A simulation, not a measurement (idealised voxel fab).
Presented below is a process module, voxel plated lines.
The cross-section shown here is cut; it is 240 nm wide and divided into square cells measuring 5 nm on a side.
Reading order for cross-sections: top band down to bottom band. Underlying form: a grid of square cells. Band size: one or more rows of cells.
Quick guide to a band line: top height, bottom height (nm) up front; then every material left to right with its width in nm. Only one material and it's marked "all across"? Then it fills the band edge to edge. And "blank" just means empty space.
Where do heights start? At 0: under that level the wafer as delivered is made of one material only. And the lowest band has no floor; it just carries on downward, as in "top 0, no bottom".
A two-number width, for instance "30->40", indicates that the width is equal to the first number in the top row of the band and to the second number in the bottom row, and that it changes by a constant amount per row of cells.
"no alterations made" means the step left every cell of the cross-section as it was.
This entry, "Fully sealed voids", enumerates those empty regions of no fewer than 8 cells that possess no open connection to the top. Each region is reported in the form width x height at distance, the distance being taken from the left edge, with all three quantities expressed in nm.
Note: text after step settings on the step line = simulator remark on that step.
"overlay nm" denotes, for a step that has a mask, the displacement of the mask to the right of its planned place, with negative values corresponding to the left.

Process steps - plan
1) RECEIVE | material Si
2) CONFORMAL_DEP | material SiO2 | thk nm 5
3) DIRECTIONAL_DEP | material TiN | thk nm 5
4) PATTERN | tone open | mask id LINES | material resist | width nm 20 | pitch nm 50 | thk nm 15 | overlay nm 0
5) EPI | material Ru | thk nm 5
6) STRIP | etch materials resist
7) DIRECTIONAL_ETCH | etch materials TiN | depth nm 5
8) CONFORMAL_DEP | material SiN | thk nm 5

Cross-section of the wafer at receipt, which is the condition after step 1
* top 0, no bottom = Si all across
* Fully sealed voids: none

Final cross-section, module run with one mistake (start and plan as above)
* top 15, bottom 10 = 30 of blank  30 of SiN  20 of blank  30 of SiN  20 of blank  30 of SiN  20 of blank  30 of SiN  30 of blank
* top 10, bottom 5 = 30 of blank  5 of SiN  20 of Ru  5 of SiN  20 of blank  5 of SiN  20 of Ru  5 of SiN  20 of blank  5 of SiN  20 of Ru  5 of SiN  20 of blank  5 of SiN  20 of Ru  5 of SiN  30 of blank
* top 5, bottom 0 = 35 of SiN  20 of TiN  30 of SiN  20 of TiN  30 of SiN  20 of TiN  30 of SiN  20 of TiN  35 of SiN
* top 0, no bottom = Si all across
* Fully sealed voids: none
Error vs. plan: step 2 of the plan got skipped, so it never ran
